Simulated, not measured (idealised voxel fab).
voxel ribs on slabs: a process module
190 nm wide, 5 nm square cells: that's cross-section cut.
In this document a cross-section is written as a grid of square cells. It is given as a series of bands, listed from the top down, and a band is one or more rows of cells. Within each band entry, the heights of the top and of the bottom of the band appear first, in that order and in nm; the materials of the band then follow from left to right, each with its corresponding width in nm. The designation "full width" on a single material indicates that it fills the band from edge to edge; the designation "blank" indicates empty space. Measure heights from 0. That's the level where, below it, the as-received wafer is all one material. The lowest band is bottomless and extends downward; write it as in "0 nm and below". You'd read "30..40" like this: the band's top row of cells is as wide as the first number, its bottom row is as wide as the second, and going down, every row changes width by the same amount as the row before did. Step note "remains unaltered" = no cross-section cell changed. What "Fully sealed voids" gives you is every empty space of 8 cells or more that is cut off from the top. Each appears as width x height at distance, with the distance taken from the left edge and width, height and distance all in nm. Step line, after settings: the simulator's comment on this step. The "overlay nm" setting may appear on a step's line; for a step that uses a mask, it gives how far to the right of its planned position the mask lay, and a negative value indicates the left.
SO HERE'S THE LINEUP OF PROCESS STEPS WE PLANNED
- 1: RECEIVE | material Si
- 2: DIRECTIONAL_DEP | material SiO2 | thk nm 10
- 3: DIRECTIONAL_DEP | material SiN | thk nm 25
- 4: PATTERN | tone cover | mask id RIB | material resist | width nm 20 | thk nm 15 | overlay nm 0
- 5: DIRECTIONAL_ETCH | etch materials SiN | depth nm 10
- 6: STRIP | etch materials resist
- 7: PATTERN | tone cover | mask id SLAB | material resist | width nm 70 | thk nm 20 | overlay nm 0
- 8: DIRECTIONAL_ETCH | etch materials SiN | depth nm 15
- 9: STRIP | etch materials resist
- 10: FILL_DEP | material SiO2 | thk nm 25
- 11: CMP | height nm 60
- 12: DIRECTIONAL_DEP | material TiN | thk nm 5
- 13: DIRECTIONAL_DEP | material aC | thk nm 15
- 14: PATTERN | tone cover | mask id HEATER | material resist | width nm 30 | thk nm 30 | overlay nm 0
- 15: DIRECTIONAL_ETCH | etch materials aC | depth nm 15
- 16: STRIP | etch materials resist
- 17: DIRECTIONAL_ETCH | etch materials TiN | depth nm 5
- 18: STRIP | etch materials aC
- 19: CONFORMAL_DEP | material SiO2 | thk nm 10
The plan's step 2 thk nm is the first wafer's value; the wafers differ in this setting and start identical.
RECEIVED WAFERS, FIRST OF SEVERAL: CROSS-SECTION AFTER STEP 1
> 0 nm and below = Si full width
> Fully sealed voids: none
FIRST OF SEVERAL WAFERS, SECTIONED AT END OF MODULE (LAST STEP: STEP 19)
> 75 nm to 70 nm = 70 blank  50 SiO2  70 blank
> 70 nm to 65 nm = SiO2 full width
> 65 nm to 60 nm = 80 SiO2  30 TiN  80 SiO2
> 60 nm to 35 nm = SiO2 full width
> 35 nm to 25 nm = 85 SiO2  20 SiN  85 SiO2
> 25 nm to 10 nm = 60 SiO2  70 SiN  60 SiO2
> 10 nm to 0 nm = SiO2 full width
> 0 nm and below = Si full width
> Fully sealed voids: none
CROSS-SECTION AT MODULE COMPLETION, LAST WAFER
> 75 nm to 70 nm = 70 blank  50 SiO2  70 blank
> 70 nm to 65 nm = SiO2 full width
> 65 nm to 60 nm = 80 SiO2  30 TiN  80 SiO2
> 60 nm to 50 nm = 85 SiO2  20 SiN  85 SiO2
> 50 nm to 35 nm = 60 SiO2  70 SiN  60 SiO2
> 35 nm to 0 nm = SiO2 full width
> 0 nm and below = Si full width
> Fully sealed voids: none
NOTE: THE FOLLOWING TABLE IS ARRANGED BY WAFER, A ROW APIECE. EACH ROW REPORTS THE END-OF-MODULE STATE: PER MATERIAL, CELLS GAINED (+) OR CELLS LOST (-) COMPARED WITH THE WAFER AS RECEIVED; CLOSED VOIDS FOLLOW
thk nm 10; +50 SiN; +486 SiO2; +6 TiN; Fully sealed voids: none
thk nm 15; +50 SiN; +486 SiO2; +6 TiN; Fully sealed voids: none
thk nm 20; +50 SiN; +486 SiO2; +6 TiN; Fully sealed voids: none
thk nm 25; +50 SiN; +486 SiO2; +6 TiN; Fully sealed voids: none
thk nm 30; +50 SiN; +486 SiO2; +6 TiN; Fully sealed voids: none
thk nm 35; +50 SiN; +486 SiO2; +6 TiN; Fully sealed voids: none
